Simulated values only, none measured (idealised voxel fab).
Process module heading - voxel capacitor over wiring
For reference, the cross-section in this document is cut, with width 210 nm and square cells of 5 nm.
For the purposes of this document, a cross-section shall be understood as a grid of square cells, specified as bands listed in top-to-bottom order, each band consisting of one or more rows of cells. Basically the band line says how high the top is and how high the bottom is, in nm, and then what's in it from left to right, every material with its width in nm. Empty space shows up as "air", and if a single material carries "all across" it runs the full band edge to edge. Beneath 0, the wafer as received is one material, and that level is where height counting begins. The lowest band goes on downward without a bottom; it is written like "0 and below". You'd read "30->40" like this: the band's top row of cells is as wide as the first number, its bottom row is as wide as the second, and going down, every row changes width by the same amount as the row before did. Step marked "changes: none"? Then no cell in the cross-section changed in it. Listed in "Closed void inventory": every empty space of 8 or more cells without an open way to the top. Form: width x height at distance, the distance being from the left edge, all in nm. Whatever follows a step's settings on its line is a remark the simulator itself makes about that step. When a step includes a mask, the "overlay nm" setting on its line states how far to the right of its planned place that mask lay, and negative values state how far to the left.

### The planned process steps are enumerated hereunder
1. RECEIVE,material Si
2. CONFORMAL_DEP,material SiO2,thk nm 15
3. DIRECTIONAL_DEP,material TiN,thk nm 5
4. DIRECTIONAL_DEP,material W,thk nm 20
5. PATTERN,tone cover,mask id METAL_1,material resist,width nm 25,pitch nm 85,thk nm 15,overlay nm 0
6. DIRECTIONAL_ETCH,etch materials W,depth nm 20
7. DIRECTIONAL_ETCH,etch materials TiN,depth nm 5
8. STRIP,etch materials resist
9. CONFORMAL_DEP,material SiN,thk nm 5
10. FILL_DEP,material lowk,thk nm 5
11. CMP,height nm 40
12. CONFORMAL_DEP,material SiCN,thk nm 5
13. DIRECTIONAL_DEP,material lowk,thk nm 15
14. DIRECTIONAL_DEP,material aC,thk nm 15
15. PATTERN,tone open,mask id PLUG_1,material resist,width nm 15,thk nm 30,overlay nm 0
16. DIRECTIONAL_ETCH,etch materials aC,depth nm 15
17. STRIP,etch materials resist
18. DIRECTIONAL_ETCH,etch materials lowk,depth nm 15
19. DIRECTIONAL_ETCH,etch materials SiCN,depth nm 5
20. STRIP,etch materials aC
21. EPI,material Ru,thk nm 10
22. EPI,material Ru,thk nm 10
23. DIRECTIONAL_DEP,material TiN,thk nm 10
24. DIRECTIONAL_DEP,material SiN,thk nm 5
25. DIRECTIONAL_DEP,material TiN,thk nm 5
26. PATTERN,tone cover,mask id UPPER_PLATE,material resist,width nm 65,thk nm 15,overlay nm 0
27. DIRECTIONAL_ETCH,etch materials TiN,depth nm 5
28. DIRECTIONAL_ETCH,etch materials SiN,depth nm 5
29. STRIP,etch materials resist
30. PATTERN,tone cover,mask id LOWER_PLATE,material resist,width nm 75,thk nm 20,overlay nm 0
31. DIRECTIONAL_ETCH,etch materials TiN,depth nm 10
32. STRIP,etch materials resist
33. FILL_DEP,material SiO2,thk nm 15
34. CMP,height nm 90
35. DIRECTIONAL_DEP,material aC,thk nm 10
36. PATTERN,tone open,mask id PLUG_2,material resist,width nm 15,thk nm 30,overlay nm 0
37. DIRECTIONAL_ETCH,etch materials aC,depth nm 10
38. STRIP,etch materials resist
39. DIRECTIONAL_ETCH,etch materials SiO2,depth nm 10
40. STRIP,etch materials aC
41. CONFORMAL_DEP,material TiN,thk nm 5
42. FILL_DEP,material Ru,thk nm 10
43. CMP,height nm 90
44. CONFORMAL_DEP,material SiCN,thk nm 5
What sets these wafers apart? The thk nm at step 3. They all start alike, and the plan carries the first wafer's value.

### Cross-sectional view of the first of several wafers in the as-received condition, corresponding to the state following step 1
    0 and below  Si all across
    Closed void inventory: none

### Depicted here is the first of several wafers in cross-section, at module completion following the last step, step 44
    95 down to 90  SiCN all across
    90 down to 85  70 of SiO2 / 5 of TiN / 5 of Ru / 5 of TiN / 125 of SiO2
    85 down to 75  70->60 of SiO2 / 15->65 of TiN / 125->85 of SiO2
    75 down to 70  60 of SiO2 / 65 of SiN / 85 of SiO2
    70 down to 60  55 of SiO2 / 75 of TiN / 80 of SiO2
    60 down to 45  60 of lowk / 15 of Ru / 135 of lowk
    45 down to 40  60 of SiCN / 15 of Ru / 135 of SiCN
    40 down to 20  45 of lowk / 5 of SiN / 25 of W / 5 of SiN / 50 of lowk / 5 of SiN / 25 of W / 5 of SiN / 45 of lowk
    20 down to 15  50 of SiN / 25 of TiN / 60 of SiN / 25 of TiN / 50 of SiN
    15 down to 0  SiO2 all across
    0 and below  Si all across
    Closed void inventory: none

### Sectional view of the last wafer upon completion of the module
    95 down to 90  SiCN all across
    90 down to 85  70 of SiO2 / 5 of TiN / 5 of Ru / 5 of TiN / 125 of SiO2
    85 down to 75  70->60 of SiO2 / 15->65 of TiN / 125->85 of SiO2
    75 down to 70  60 of SiO2 / 65 of SiN / 85 of SiO2
    70 down to 60  55 of SiO2 / 75 of TiN / 80 of SiO2
    60 down to 45  60 of lowk / 15 of Ru / 135 of lowk
    45 down to 40  60 of SiCN / 15 of Ru / 135 of SiCN
    40 down to 35  45 of lowk / 5 of SiN / 25 of W / 5 of SiN / 50 of lowk / 5 of SiN / 25 of W / 5 of SiN / 45 of lowk
    35 down to 30  50 of SiN / 25 of TiN / 60 of SiN / 25 of TiN / 50 of SiN
    30 down to 15  TiN all across
    15 down to 0  SiO2 all across
    0 and below  Si all across
    Closed void inventory: none

### Per-wafer rows below. For each material: cells gained (+) or lost (-) since the wafer was received, as of end of module. Then: closed voids
thk nm 5 | +13 Ru | +81 SiCN | +61 SiN | +316 SiO2 | +58 TiN | +40 W | +229 lowk | Closed void inventory: none
thk nm 10 | +13 Ru | +81 SiCN | +57 SiN | +316 SiO2 | +100 TiN | +30 W | +201 lowk | Closed void inventory: none
thk nm 15 | +13 Ru | +81 SiCN | +53 SiN | +316 SiO2 | +142 TiN | +20 W | +173 lowk | Closed void inventory: none
thk nm 20 | +13 Ru | +81 SiCN | +49 SiN | +316 SiO2 | +184 TiN | +10 W | +145 lowk | Closed void inventory: none
